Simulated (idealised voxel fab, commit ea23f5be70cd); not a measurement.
process module | voxel capacitor over wiring
cross-section cut | 245 nm wide | cells 5 nm
A cross-section is a grid of square cells, given in bands from the top down. A band is one or more rows of cells.
Each band's line starts with the height of the band's top and of its bottom, in nm. Then come its materials from left to right, each with its width in nm. One material with "throughout" fills the band from edge to edge. "air" is empty space.
Height 0 is the level under which the wafer as received is all one material. The lowest band goes on downwards, as in "0 down".
A width such as "30 to 40" changes by the same amount from each row of cells to the next, from the band's top row to its bottom row.
"no change" after a step means that no cell of the cross-section changed.
closed voids: empty space of 8 cells or more with no open way to the top, each as width x height at its distance from the left edge, in nm
after a step's settings: what the simulator itself notes on the step
overlay nm, on a step with a mask: how far to the right of its planned place the mask lay; to the left if negative
plan
1 op RECEIVE | material Si
2 op CONFORMAL_DEP | material SiO2 | thk nm 10
3 op DIRECTIONAL_DEP | material TiN | thk nm 5
4 op DIRECTIONAL_DEP | material Ru | thk nm 15
5 op PATTERN | tone cover | mask id METAL_1 | material resist | width nm 20 | pitch nm 85 | thk nm 20 | overlay nm 0
6 op DIRECTIONAL_ETCH | etch materials Ru | depth nm 15
7 op DIRECTIONAL_ETCH | etch materials TiN | depth nm 5
8 op STRIP | etch materials resist
9 op CONFORMAL_DEP | material SiN | thk nm 5
10 op FILL_DEP | material SiO2 | thk nm 10
11 op CMP | height nm 30
12 op CONFORMAL_DEP | material SiCN | thk nm 5
13 op DIRECTIONAL_DEP | material SiO2 | thk nm 15
14 op DIRECTIONAL_DEP | material aC | thk nm 10
15 op PATTERN | tone open | mask id PLUG_1 | material resist | width nm 15 | thk nm 25 | overlay nm 0
16 op DIRECTIONAL_ETCH | etch materials aC | depth nm 10
17 op STRIP | etch materials resist
18 op DIRECTIONAL_ETCH | etch materials SiO2 | depth nm 15
19 op DIRECTIONAL_ETCH | etch materials SiCN | depth nm 5
20 op STRIP | etch materials aC
21 op EPI | material Ru | thk nm 10
22 op EPI | material Ru | thk nm 10
23 op DIRECTIONAL_DEP | material TiN | thk nm 10
24 op DIRECTIONAL_DEP | material SiN | thk nm 5
25 op DIRECTIONAL_DEP | material TiN | thk nm 10
26 op PATTERN | tone cover | mask id UPPER_PLATE | material resist | width nm 70 | thk nm 15 | overlay nm 0
27 op DIRECTIONAL_ETCH | etch materials TiN | depth nm 10
28 op DIRECTIONAL_ETCH | etch materials SiN | depth nm 5
29 op STRIP | etch materials resist
30 op PATTERN | tone cover | mask id LOWER_PLATE | material resist | width nm 80 | thk nm 15 | overlay nm 0
31 op DIRECTIONAL_ETCH | etch materials TiN | depth nm 10
32 op STRIP | etch materials resist
33 op FILL_DEP | material SiO2 | thk nm 20
34 op CMP | height nm 90
35 op PATTERN | tone open | mask id PLUG_2 | material resist | width nm 15 | thk nm 15 | overlay nm 0
36 op DIRECTIONAL_ETCH | etch materials SiO2 | depth nm 15
37 op STRIP | etch materials resist
38 op CONFORMAL_DEP | material TiN | thk nm 5
39 op FILL_DEP | material W | thk nm 10
40 op CMP | height nm 90
41 op CONFORMAL_DEP | material SiN | thk nm 5
as received, after step 1
  0 down: Si throughout
  closed voids: none
a wafer at the end: this start, this plan, one mistake
  95 to 90: SiN throughout
  90 to 85: W throughout
  85 to 80: TiN 90 | W 5 | TiN 150
  80 to 75: SiO2 85 | TiN 15 | SiO2 145
  75 to 65: SiO2 75 | TiN 70 | SiO2 100
  65 to 60: SiO2 75 | SiN 70 | SiO2 100
  60 to 50: SiO2 70 | TiN 80 | SiO2 95
  50 to 35: SiO2 75 | Ru 15 | SiO2 155
  35 to 30: SiCN 75 | Ru 15 | SiCN 155
  30 to 15: SiO2 65 | SiN 5 | Ru 20 | SiN 5 | SiO2 55 | SiN 5 | Ru 20 | SiN 5 | SiO2 65
  15 to 10: SiN 70 | TiN 20 | SiN 65 | TiN 20 | SiN 70
  10 to 0: SiO2 throughout
  0 down: Si throughout
  closed voids: none
what went wrong: step 34 ran as: op CMP | height nm 80
